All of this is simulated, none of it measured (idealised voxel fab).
Process module heading - voxel self aligned contacts
The figure presents cross-section cut, which has a width of 270 nm and is divided into square cells with an edge length of 5 nm.
How to read a cross-section here: the picture is a grid of square cells, written as bands going from the top down, and any band can span one or more rows of cells.
Look at the band entry: it leads with the top's height and the bottom's height in nm. Then it lists the materials left to right, with a width in nm for each. The word "all across" on a single material says that material fills the band edge to edge. The word "empty" is empty space.
Heights are reckoned from 0. Under this level, the received wafer is all of one material. The bottommost band is open-ended downward, for example "0 down".
Top row gets the first number, bottom row gets the second, and each row in between changes by the same step: that is how a band width like "30..40" works.
"no modifications" for a step: no cell of the cross-section changed in that step.
In "Unvented voids" the enclosed voids are listed, meaning empty spaces of 8 cells or larger without any opening to the top. The form is width x height at distance, distance from the left edge, units nm.
The remark found on a step's line after its settings is issued by the simulator itself and pertains to that step.
overlay nm: right-of-plan distance of the mask on a masked step; negative values mean left-of-plan.

Process steps foreseen in the plan:
| 1 | RECEIVE [material Si] |
| 2 | CONFORMAL_DEP [material SiO2] [thk nm 5] |
| 3 | DIRECTIONAL_DEP [material polySi] [thk nm 25] |
| 4 | DIRECTIONAL_DEP [material SiN] [thk nm 20] |
| 5 | MASKED_ETCH [tone cover] [mask id GATE] [width nm 25] [pitch nm 65] [etch materials SiN] [depth nm 20] [overlay nm 0] |
| 6 | MASKED_ETCH [tone cover] [mask id GATE] [width nm 25] [pitch nm 65] [etch materials polySi] [depth nm 25] [overlay nm 0] |
| 7 | CONFORMAL_DEP [material SiN] [thk nm 10] |
| 8 | DIRECTIONAL_ETCH [etch materials SiN] [depth nm 10] |
| 9 | FILL_DEP [material SiO2] [thk nm 15] |
| 10 | CMP [height nm 55] |
| 11 | PATTERN [tone open] [mask id CONTACT] [material resist] [width nm 50] [pitch nm 65] [thk nm 15] [overlay nm 0] |
| 12 | DIRECTIONAL_ETCH [etch materials SiO2] [depth nm 55] |
| 13 | STRIP [etch materials resist] |
| 14 | CONFORMAL_DEP [material TiN] [thk nm 5] |
| 15 | FILL_DEP [material W] [thk nm 5] |
| 16 | CMP [height nm 55] |
| 17 | CONFORMAL_DEP [material SiN] [thk nm 5] |

As received (post step 1): cross-section:
0 down  Si all across
Unvented voids: none

End-of-module XS, first of two wafers, run as planned:
60 to 55  SiN all across
55 to 50  75 of SiO2; 20 of TiN; 10 of W; 20 of TiN; 15 of SiO2; 20 of TiN; 10 of W; 20 of TiN; 80 of SiO2
50 to 30  45 of SiO2; 45 of SiN; 5 of TiN; 10 of W; 5 of TiN; 45 of SiN; 5 of TiN; 10 of W; 5 of TiN; 45 of SiN; 50 of SiO2
30 to 5  45 of SiO2; 10 of SiN; 25 of polySi; 10 of SiN; 5 of TiN; 10 of W; 5 of TiN; 10 of SiN; 25 of polySi; 10 of SiN; 5 of TiN; 10 of W; 5 of TiN; 10 of SiN; 25 of polySi; 10 of SiN; 50 of SiO2
5 to 0  90 of SiO2; 20 of TiN; 45 of SiO2; 20 of TiN; 95 of SiO2
0 down  Si all across
Unvented voids: none

Second wafer cross-section at end of module - shared start and plan with the first, one mistake in the run:
60 to 55  SiN all across
55 to 30  45 of SiO2; 45 of SiN; 5 of TiN; 10 of W; 5 of TiN; 45 of SiN; 5 of TiN; 10 of W; 5 of TiN; 45 of SiN; 50 of SiO2
30 to 15  45 of SiO2; 10 of SiN; 25 of polySi; 10 of SiN; 5 of TiN; 10 of W; 5 of TiN; 10 of SiN; 25 of polySi; 10 of SiN; 5 of TiN; 10 of W; 5 of TiN; 10 of SiN; 25 of polySi; 10 of SiN; 50 of SiO2
15 to 10  45 of SiO2; 10 of SiN; 25 of polySi; 10 of SiN; 20 of TiN; 10 of SiN; 25 of polySi; 10 of SiN; 20 of TiN; 10 of SiN; 25 of polySi; 10 of SiN; 50 of SiO2
10 to 5  55 of SiN; 25 of polySi; 40 of SiN; 25 of polySi; 40 of SiN; 25 of polySi; 60 of SiN
5 to 0  SiO2 all across
0 down  Si all across
Unvented voids: none
What was done differently from what was planned? step 8 ran as: DIRECTIONAL_ETCH [etch materials SiN] [depth nm 5]
Wafer comparison, final, in cells, second relative to first, materials more or fewer: 54 more of SiN, 26 fewer of SiO2, 20 fewer of TiN, 8 fewer of W
